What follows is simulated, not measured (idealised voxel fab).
process module | voxel transistor to metal
cross-section cut | 215 nm wide | cells 5 nm
A cross-section is a grid of square cells, given in bands from the top down. A band is one or more rows of cells.
Each band's line starts with the height of the band's top and of its bottom, in nm. Then come its materials from left to right, each with its width in nm. One material with "throughout" fills the band from edge to edge. "air" is empty space.
Height 0 is the level under which the wafer as received is all one material. The lowest band goes on downwards, as in "0 down".
A width such as "30 to 40" changes by the same amount from each row of cells to the next, from the band's top row to its bottom row.
"no change" after a step means that no cell of the cross-section changed.
closed voids: empty space of 8 cells or more with no open way to the top, each as width x height at its distance from the left edge, in nm
after a step's settings: what the simulator itself notes on the step
overlay nm, on a step with a mask: how far to the right of its planned place the mask lay; to the left if negative
plan
1 op RECEIVE | material Si
2 op OXIDIZE | depth nm 5
3 op CONFORMAL_DEP | material SiN | thk nm 10
4 op DIRECTIONAL_DEP | material aC | thk nm 15
5 op PATTERN | tone cover | mask id ACTIVE | material resist | width nm 115 | thk nm 35 | overlay nm 0
6 op DIRECTIONAL_ETCH | etch materials aC | depth nm 15
7 op STRIP | etch materials resist
8 op DIRECTIONAL_ETCH | etch materials SiN | depth nm 10
9 op DIRECTIONAL_ETCH | etch materials SiO2 | depth nm 5
10 op DIRECTIONAL_ETCH | etch materials Si | depth nm 25
11 op STRIP | etch materials aC
12 op FILL_DEP | material SiO2 | thk nm 15
13 op CMP | height nm 10
14 op SELECTIVE_ETCH | etch materials SiO2 | depth nm 5
15 op STRIP | etch materials SiN
16 op SELECTIVE_ETCH | etch materials SiO2 | depth nm 5
17 op OXIDIZE | depth nm 5
18 op DIRECTIONAL_DEP | material polySi | thk nm 20
19 op DIRECTIONAL_DEP | material SiCN | thk nm 15
20 op MASKED_ETCH | tone cover | mask id GATE | width nm 25 | etch materials SiCN | depth nm 25 | overlay nm 0
21 op MASKED_ETCH | tone cover | mask id GATE | width nm 25 | etch materials polySi | depth nm 30 | overlay nm 0
22 op CONFORMAL_DEP | material SiO2 | thk nm 5
23 op DIRECTIONAL_ETCH | etch materials SiO2 | depth nm 5
24 op CONFORMAL_DEP | material SiN | thk nm 5
25 op DIRECTIONAL_ETCH | etch materials SiN | depth nm 5
26 op DIRECTIONAL_ETCH | etch materials SiO2 | depth nm 5
27 op DIRECTIONAL_ETCH | etch materials Si | depth nm 15
28 op EPI | material nSi | thk nm 15
29 op FILL_DEP | material SiO2 | thk nm 5
30 op CMP | height nm 30
31 op DIRECTIONAL_DEP | material SiO2 | thk nm 15
32 op PATTERN | tone open | mask id CONTACT | material resist | width nm 20 | pitch nm 75 | thk nm 15 | overlay nm 0
33 op DIRECTIONAL_ETCH | etch materials SiO2 | depth nm 40
34 op STRIP | etch materials resist
35 op CONFORMAL_DEP | material TiN | thk nm 5
36 op FILL_DEP | material Ru | thk nm 10
37 op CMP | height nm 45
38 op DIRECTIONAL_DEP | material TiN | thk nm 5
39 op DIRECTIONAL_DEP | material Ru | thk nm 15
40 op DIRECTIONAL_DEP | material aC | thk nm 10
41 op PATTERN | tone cover | mask id METAL_1 | material resist | width nm 20 | pitch nm 75 | thk nm 25 | overlay nm 0
42 op DIRECTIONAL_ETCH | etch materials aC | depth nm 10
43 op STRIP | etch materials resist
44 op DIRECTIONAL_ETCH | etch materials Ru | depth nm 15
45 op DIRECTIONAL_ETCH | etch materials TiN | depth nm 5
46 op STRIP | etch materials aC
47 op FILL_DEP | material lowk | thk nm 10
48 op CMP | height nm 65
49 op CONFORMAL_DEP | material SiN | thk nm 5
as received, after step 1
  0 down: Si throughout
  closed voids: none
a wafer at the end: this start, this plan, one mistake
  70 to 65: SiN throughout
  65 to 60: lowk 60 | TiN 20 | lowk 55 | TiN 20 | lowk 60
  60 to 45: Ru throughout
  45 to 30: SiO2 60 | TiN 5 | Ru 10 | TiN 5 | SiO2 55 | TiN 5 | Ru 10 | TiN 5 | SiO2 60
  30 to 15: SiO2 60 | TiN 5 | Ru 10 | TiN 5 | SiO2 5 | SiN 5 | SiO2 5 | SiCN 25 | SiO2 5 | SiN 5 | SiO2 5 | TiN 5 | Ru 10 | TiN 5 | SiO2 60
  15 to 10: SiO2 60 | TiN 5 | Ru 10 | TiN 5 | SiO2 5 | SiN 5 | SiO2 5 | polySi 25 | SiO2 5 | SiN 5 | SiO2 5 | TiN 5 | Ru 10 | TiN 5 | SiO2 60
  10 to 5: SiO2 60 | TiN 20 | SiO2 5 | SiN 5 | SiO2 5 | polySi 25 | SiO2 5 | SiN 5 | SiO2 5 | TiN 20 | SiO2 60
  5 to 0: SiO2 50 | nSi 35 | SiN 5 | SiO2 5 | polySi 25 | SiO2 5 | SiN 5 | nSi 35 | SiO2 50
  0 to -5: SiO2 50 | SiN 5 | nSi 30 | SiN 5 | SiO2 5 | polySi 25 | SiO2 5 | SiN 5 | nSi 30 | SiN 5 | SiO2 50
  -5 to -10: SiO2 55 | nSi 30 | SiO2 45 | nSi 30 | SiO2 55
  -10 to -25: SiO2 50 | Si 5 | nSi 30 | Si 45 | nSi 30 | Si 5 | SiO2 50
  -25 to -30: SiO2 50 | Si 115 | SiO2 50
  -30 down: Si throughout
  closed voids: none
what went wrong: steps 38 and 39 were swapped
